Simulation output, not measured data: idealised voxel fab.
This section sets out a process module, namely voxel capacitor over wiring.
The figure presents cross-section cut, which has a width of 300 nm and is divided into square cells with an edge length of 5 nm.
Cross-section spec: square-cell grid; bands listed top down; each band is one or more rows. Read a band's entry like this: the first values are the height of its top and the height of its bottom in nm, and what follows is the sequence of materials from left to right, each with its width in nm. Note that "empty" is empty space, and that a single material marked "edge to edge" reaches across the band from edge to edge. Where do heights start? At 0: under that level the wafer as delivered is made of one material only. And the lowest band has no floor; it just carries on downward, as in "0 and below". Note: "30->40" means the width goes from the first number (top row of the band) to the second number (bottom row) in equal steps per row of cells. Where the words "everything unchanged" appear for a step, the cross-section shows no cell changed by that step; every cell remained as before. In the "Listed closed voids" entry, you get each enclosed empty space of 8 cells or more, one with no open way to the top, written width x height at distance, distance from the left edge, in nm. What comes after the settings on a step's line is commentary from the simulator itself on that step. The setting "overlay nm" may be written on the line of a step. When the step uses a mask, the value reports how far to the right of the planned place the mask lay, and a negative value reports that it lay to the left.

### Set out below are the planned steps of the process
- 1: RECEIVE, material Si
- 2: CONFORMAL_DEP, material SiO2, thk nm 15
- 3: DIRECTIONAL_DEP, material TiN, thk nm 5
- 4: DIRECTIONAL_DEP, material W, thk nm 25
- 5: PATTERN, tone cover, mask id METAL_1, material resist, width nm 20, pitch nm 85, thk nm 20, overlay nm 0
- 6: DIRECTIONAL_ETCH, etch materials W, depth nm 25
- 7: DIRECTIONAL_ETCH, etch materials TiN, depth nm 5
- 8: STRIP, etch materials resist
- 9: CONFORMAL_DEP, material SiN, thk nm 5
- 10: FILL_DEP, material lowk, thk nm 10
- 11: CMP, height nm 45
- 12: CONFORMAL_DEP, material SiCN, thk nm 5
- 13: DIRECTIONAL_DEP, material lowk, thk nm 15
- 14: DIRECTIONAL_DEP, material aC, thk nm 10
- 15: PATTERN, tone open, mask id PLUG_1, material resist, width nm 15, thk nm 30, overlay nm 0
- 16: DIRECTIONAL_ETCH, etch materials aC, depth nm 10
- 17: STRIP, etch materials resist
- 18: DIRECTIONAL_ETCH, etch materials lowk, depth nm 15
- 19: DIRECTIONAL_ETCH, etch materials SiCN, depth nm 5
- 20: STRIP, etch materials aC
- 21: EPI, material Ru, thk nm 10
- 22: EPI, material Ru, thk nm 10
- 23: DIRECTIONAL_DEP, material TiN, thk nm 5
- 24: DIRECTIONAL_DEP, material Al2O3, thk nm 5
- 25: DIRECTIONAL_DEP, material TiN, thk nm 10
- 26: MASKED_ETCH, tone cover, mask id UPPER_PLATE, width nm 70, etch materials TiN, depth nm 10, overlay nm 0
- 27: MASKED_ETCH, tone cover, mask id UPPER_PLATE, width nm 70, etch materials Al2O3, depth nm 5, overlay nm 0
- 28: DIRECTIONAL_DEP, material aC, thk nm 15
- 29: PATTERN, tone cover, mask id LOWER_PLATE, material resist, width nm 80, thk nm 30, overlay nm 0
- 30: DIRECTIONAL_ETCH, etch materials aC, depth nm 15
- 31: STRIP, etch materials resist
- 32: DIRECTIONAL_ETCH, etch materials TiN, depth nm 5
- 33: STRIP, etch materials aC
- 34: FILL_DEP, material SiO2, thk nm 20
- 35: CMP, height nm 100
- 36: MASKED_ETCH, tone open, mask id PLUG_2, width nm 15, etch materials SiO2, depth nm 15, overlay nm 0
- 37: CONFORMAL_DEP, material TiN, thk nm 5
- 38: FILL_DEP, material Ru, thk nm 10
- 39: CMP, height nm 100
- 40: CONFORMAL_DEP, material SiN, thk nm 5

### Shown in cross-section is the wafer as received, that is, as it stands after step 1
	0 and below | Si edge to edge
	Listed closed voids: none

### Wafer cross-section at end of module: start and plan as shown above, one execution error
	105 down to 100 | SiN edge to edge
	100 down to 95 | SiO2 110 nm, TiN 15 nm, SiO2 175 nm
	95 down to 85 | SiO2 100 nm, TiN 70 nm, SiO2 130 nm
	85 down to 80 | SiO2 100 nm, Al2O3 70 nm, SiO2 130 nm
	80 down to 70 | Ru edge to edge
	70 down to 65 | TiN 100 nm, Ru 15 nm, TiN 185 nm
	65 down to 60 | lowk 100 nm, Ru 15 nm, lowk 185 nm
	60 down to 55 | lowk 100 nm, TiN 15 nm, lowk 185 nm
	55 down to 50 | lowk 100 nm, Ru 15 nm, lowk 185 nm
	50 down to 45 | SiCN 100 nm, Ru 15 nm, SiCN 185 nm
	45 down to 20 | lowk 90 nm, SiN 5 nm, W 20 nm, SiN 5 nm, lowk 55 nm, SiN 5 nm, W 20 nm, SiN 5 nm, lowk 95 nm
	20 down to 15 | SiN 95 nm, TiN 20 nm, SiN 65 nm, TiN 20 nm, SiN 100 nm
	15 down to 0 | SiO2 edge to edge
	0 and below | Si edge to edge
	Listed closed voids: none
Where did the run depart from the plan? step 22 ran in the slot meant for step 23, and vice versa
